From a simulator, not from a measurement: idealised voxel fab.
The document below concerns the process module designated voxel ribs on slabs.
The cross-section on display is named cut; it measures 245 nm wide, and its cells are 5 nm squares.
Heads up, the way a cross-section reads in here is a grid of square cells, handed over as bands from the top down, with every band being one or more rows of cells.
Quick guide to a band line: top height, bottom height (nm) up front; then every material left to right with its width in nm. Only one material and it's marked "all across"? Then it fills the band edge to edge. And "blank" just means empty space.
Basically, 0 is our baseline, since under it the wafer straight out of the box is all one material. The bottom band has no lower end and keeps on going down, so it looks like "0 -> down".
A width given as "30..40" starts at the first number in the band's top row and ends at the second number in its bottom row, shifting by an equal amount at every step from row to row.
No cell of the cross-section changed in a step that is given as "same as before".
Heads up: "Closed void listing" only lists the empty pockets with no open path to the top that are 8 cells or more, and it writes them as width x height at distance, distance from the left edge, in nm.
Formally, on a step line, whatever follows the settings is a remark that the simulator itself makes on the step.
Each step line may optionally specify "overlay nm", which for a step with a mask gives the rightward distance between the mask's planned place and where it lay, a negative value indicating the leftward direction.

Set out below are the planned steps of the process
- 1: RECEIVE, material Si
- 2: DIRECTIONAL_DEP, material SiO2, thk nm 20
- 3: DIRECTIONAL_DEP, material SiN, thk nm 20
- 4: MASKED_ETCH, tone cover, mask id RIB, width nm 15, etch materials SiN, depth nm 10, overlay nm 0
- 5: MASKED_ETCH, tone cover, mask id SLAB, width nm 45, etch materials SiN, depth nm 10, overlay nm 0
- 6: FILL_DEP, material SiO2, thk nm 25
- 7: CMP, height nm 55
- 8: DIRECTIONAL_DEP, material W, thk nm 10
- 9: DIRECTIONAL_DEP, material aC, thk nm 15
- 10: PATTERN, tone cover, mask id HEATER, material resist, width nm 25, thk nm 30, overlay nm 0
- 11: DIRECTIONAL_ETCH, etch materials aC, depth nm 15
- 12: STRIP, etch materials resist
- 13: DIRECTIONAL_ETCH, etch materials W, depth nm 10
- 14: STRIP, etch materials aC
- 15: CONFORMAL_DEP, material SiO2, thk nm 5

Cross-section of the incoming wafer, state after step 1
0 -> down | Si all across
Closed void listing: none

First of two wafers: cross-section at end of module, run per plan
70 -> 65 | blank (105); SiO2 (35); blank (105)
65 -> 60 | blank (105); SiO2 (5); W (25); SiO2 (5); blank (105)
60 -> 55 | SiO2 (110); W (25); SiO2 (110)
55 -> 40 | SiO2 all across
40 -> 30 | SiO2 (115); SiN (15); SiO2 (115)
30 -> 20 | SiO2 (100); SiN (45); SiO2 (100)
20 -> 0 | SiO2 all across
0 -> down | Si all across
Closed void listing: none

Cross-section, second wafer: same start as the first, same plan as the first, one mistake in running it; taken at the end of the module
70 -> 65 | blank (105); SiO2 (35); blank (105)
65 -> 60 | blank (105); SiO2 (5); W (25); SiO2 (5); blank (105)
60 -> 55 | SiO2 (110); W (25); SiO2 (110)
55 -> 50 | SiO2 (115); SiN (15); SiO2 (115)
50 -> 40 | SiO2 (100); SiN (45); SiO2 (100)
40 -> 0 | SiO2 all across
0 -> down | Si all across
Closed void listing: none
Deviation noted in wafer processing: regarding the plan, step 2 was run twice
Once processing is complete, comparing cell counts shows that the second wafer has more or fewer of certain materials than the first: 3 fewer of SiN; 3 more of SiO2
